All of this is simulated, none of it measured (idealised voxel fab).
voxel released beams: a process module
Shown is cross-section cut, with a width of 185 nm and square cells of size 5 nm.
A cross-section in this document is a grid of square cells, and it is written down as bands, the top band listed before the ones below it; a band is made up of one or more rows of cells.
Heads up on the band format: heights come first, top then bottom, in nm. After that it's the materials left to right, each with its width in nm. A single material flagged "throughout" fills the whole band edge to edge, and "air" means there's empty space there.
Basically, 0 is our baseline, since under it the wafer straight out of the box is all one material. The bottom band has no lower end and keeps on going down, so it looks like "z 0 and below".
A width such as "30->40" changes by the same amount from each row of cells to the next, from the band's top row to its bottom row.
Step marked "all unchanged"? Then no cell in the cross-section changed in it.
You'll see "Sealed-off cavities" listing empty spaces that have no way open to the top, as long as they're 8 cells or more; the notation is width x height at distance, where the distance is from the left edge, and all of it is in nm.
It should be noted that, on the line of a given step, the content following the step's settings is a remark produced by the simulator itself with respect to that step.
Among the settings permitted on a step's line is "overlay nm"; applied to a step with a mask, it specifies the extent to which the mask lay to the right of its planned position, whereas a negative figure signifies a position to the left.
Intended process steps
1,RECEIVE: material Si
2,CONFORMAL_DEP: material SiN, thk nm 5
3,DIRECTIONAL_DEP: material SiO2, thk nm 15
4,MASKED_ETCH: tone open, mask id ANCHOR, width nm 30, etch materials SiO2, depth nm 15, overlay nm 0
5,CONFORMAL_DEP: material TiN, thk nm 10
6,PATTERN: tone cover, mask id BEAM, material resist, width nm 105, thk nm 20, overlay nm 0
7,DIRECTIONAL_ETCH: etch materials TiN, depth nm 10
8,STRIP: etch materials resist
9,STRIP: etch materials SiO2
as received, after step 1
    z 0 and below = Si throughout
    Sealed-off cavities: none
Post-module cross-section: identical start and plan to those above, one misstep in execution
    z 25 to 15 = 35 nm air / 15 nm TiN / 10 nm air / 80 nm TiN / 45 nm air
    z 15 to 5 = 40 nm air / 30 nm TiN / 115 nm air
    z 5 to 0 = SiN throughout
    z 0 and below = Si throughout
    Sealed-off cavities: none
What was the processing mistake? step 3 was run on a setting that differed from the plan, and what really ran there is DIRECTIONAL_DEP: material SiO2, thk nm 10
